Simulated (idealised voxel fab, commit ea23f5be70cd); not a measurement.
Process module name: voxel lift off
Cross-section cut spans 275 nm and uses square cells 5 nm in size.
A cross-section is written here as square cells arranged in a grid, and it is given in bands from the top down, each band taking up one or more rows of cells. Top, bottom (nm), then materials left to right with widths (nm); lone material tagged "all across" fills the whole band edge to edge; "empty" = empty space. Where do heights start? At 0: under that level the wafer as delivered is made of one material only. And the lowest band has no floor; it just carries on downward, as in "0 nm and below". A width given as "30..40" starts at the first number in the band's top row and ends at the second number in its bottom row, shifting by an equal amount at every step from row to row. A step reported as "remains unaltered" is a step in which no cell of the cross-section changed. Entry "Closed void table" = empty spaces >= 8 cells with no open way to the top; each as width x height at distance, distance from left edge, all nm. That trailing text on a step's line, after the settings, is the simulator's own remark on the step. "overlay nm", when on a step's line for a step with a mask, measures how far to the right of its planned place the mask lay; a negative measure means to the left.

[The planned process steps are enumerated hereunder]
1. op RECEIVE | material Si
2. op CONFORMAL_DEP | material SiN | thk nm 15
3. op PATTERN | tone open | mask id LINES | material resist | width nm 30 | pitch nm 50 | thk nm 15 | overlay nm 0
4. op DIRECTIONAL_DEP | material Ru | thk nm 5
5. op STRIP | etch materials resist
6. op CONFORMAL_DEP | material SiN | thk nm 10

[The cross-section here shows the wafer as received, i.e. in its state after step 1]
	0 nm and below | Si all across
	Closed void table: none

[Figure: cross-sectional view of the wafer upon completion of the module, processed from the initial state and according to the plan depicted above, with one error introduced during execution]
	15 nm to 10 nm | 60 of empty, 150 of SiN, 65 of empty
	10 nm to 5 nm | SiN all across
	5 nm to 0 nm | 70 of SiN, 30 of Ru, 20 of SiN, 30 of Ru, 20 of SiN, 30 of Ru, 75 of SiN
	0 nm and below | Si all across
	Closed void table: none
Here's what went sideways: step 2 was dropped from the plan's execution and never run
